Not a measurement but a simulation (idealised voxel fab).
process module | voxel transistor to metal
cross-section cut | 190 nm wide | cells 5 nm
A cross-section is a grid of square cells, given in bands from the top down. A band is one or more rows of cells.
Each band's line starts with the height of the band's top and of its bottom, in nm. Then come its materials from left to right, each with its width in nm. One material with "throughout" fills the band from edge to edge. "air" is empty space.
Height 0 is the level under which the wafer as received is all one material. The lowest band goes on downwards, as in "0 down".
A width such as "30 to 40" changes by the same amount from each row of cells to the next, from the band's top row to its bottom row.
"no change" after a step means that no cell of the cross-section changed.
closed voids: empty space of 8 cells or more with no open way to the top, each as width x height at its distance from the left edge, in nm
after a step's settings: what the simulator itself notes on the step
overlay nm, on a step with a mask: how far to the right of its planned place the mask lay; to the left if negative
plan
1 op RECEIVE | material Si
2 op CONFORMAL_DEP | material SiO2 | thk nm 5
3 op CONFORMAL_DEP | material SiN | thk nm 10
4 op DIRECTIONAL_DEP | material aC | thk nm 10
5 op PATTERN | tone cover | mask id ACTIVE | material resist | width nm 85 | thk nm 30 | overlay nm 0
6 op DIRECTIONAL_ETCH | etch materials aC | depth nm 10
7 op STRIP | etch materials resist
8 op DIRECTIONAL_ETCH | etch materials SiN | depth nm 10
9 op DIRECTIONAL_ETCH | etch materials SiO2 | depth nm 5
10 op DIRECTIONAL_ETCH | etch materials Si | depth nm 30
11 op STRIP | etch materials aC
12 op FILL_DEP | material SiO2 | thk nm 10
13 op CMP | height nm 15
14 op SELECTIVE_ETCH | etch materials SiO2 | depth nm 5
15 op STRIP | etch materials SiN
16 op SELECTIVE_ETCH | etch materials SiO2 | depth nm 5
17 op OXIDIZE | depth nm 5
18 op DIRECTIONAL_DEP | material polySi | thk nm 25
19 op DIRECTIONAL_DEP | material SiCN | thk nm 15
20 op MASKED_ETCH | tone cover | mask id GATE | width nm 15 | etch materials SiCN | depth nm 25 | overlay nm 0
21 op MASKED_ETCH | tone cover | mask id GATE | width nm 15 | etch materials polySi | depth nm 35 | overlay nm 0
22 op CONFORMAL_DEP | material SiN | thk nm 5
23 op DIRECTIONAL_ETCH | etch materials SiN | depth nm 5
24 op DIRECTIONAL_ETCH | etch materials SiO2 | depth nm 5
25 op EPI | material nSi | thk nm 5
26 op FILL_DEP | material SiO2 | thk nm 10
27 op CMP | height nm 40
28 op DIRECTIONAL_DEP | material SiO2 | thk nm 10
29 op DIRECTIONAL_DEP | material aC | thk nm 10
30 op PATTERN | tone open | mask id CONTACT | material resist | width nm 25 | pitch nm 50 | thk nm 30 | overlay nm 0
31 op DIRECTIONAL_ETCH | etch materials aC | depth nm 10
32 op STRIP | etch materials resist
33 op DIRECTIONAL_ETCH | etch materials SiO2 | depth nm 50
34 op STRIP | etch materials aC
35 op CONFORMAL_DEP | material TiN | thk nm 5
36 op FILL_DEP | material W | thk nm 5
37 op CMP | height nm 50
38 op CONFORMAL_DEP | material SiN | thk nm 5
39 op DIRECTIONAL_DEP | material lowk | thk nm 25
40 op PATTERN | tone open | mask id METAL_1 | material resist | width nm 15 | pitch nm 60 | thk nm 20 | overlay nm 0
41 op DIRECTIONAL_ETCH | etch materials lowk | depth nm 25
42 op DIRECTIONAL_ETCH | etch materials SiN | depth nm 5
43 op STRIP | etch materials resist
44 op CONFORMAL_DEP | material TiN | thk nm 5
45 op FILL_DEP | material Ru | thk nm 5
46 op CMP | height nm 80
47 op CONFORMAL_DEP | material SiCN | thk nm 5
as received, after step 1
  0 down: Si throughout
  closed voids: none
a wafer at the end: this start, this plan, one mistake
  85 to 80: SiCN throughout
  80 to 60: lowk 55 | TiN 5 | Ru 5 | TiN 5 | lowk 45 | TiN 5 | Ru 5 | TiN 5 | lowk 60
  60 to 55: SiN 55 | TiN 15 | SiN 45 | TiN 15 | SiN 60
  55 to 50: TiN 60 | W 15 | TiN 35 | W 15 | TiN 65
  50 to 40: SiO2 55 | TiN 5 | W 15 | TiN 5 | SiO2 25 | TiN 5 | W 15 | TiN 5 | SiO2 60
  40 to 25: SiO2 55 | TiN 5 | W 15 | TiN 5 | SiN 5 | SiCN 15 | SiN 5 | TiN 5 | W 15 | TiN 5 | SiO2 60
  25 to 5: SiO2 55 | TiN 5 | W 15 | TiN 5 | SiN 5 | polySi 15 | SiN 5 | TiN 5 | W 15 | TiN 5 | SiO2 60
  5 to 0: SiO2 45 | SiN 5 | SiO2 5 | TiN 25 | SiN 5 | polySi 15 | SiN 5 | TiN 25 | SiO2 5 | SiN 5 | SiO2 50
  0 to -5: SiO2 50 | nSi 30 | SiO2 25 | nSi 30 | SiO2 55
  -5 to -30: SiO2 50 | Si 85 | SiO2 55
  -30 down: Si throughout
  closed voids: none
what went wrong: step 37 ran as: op CMP | height nm 55
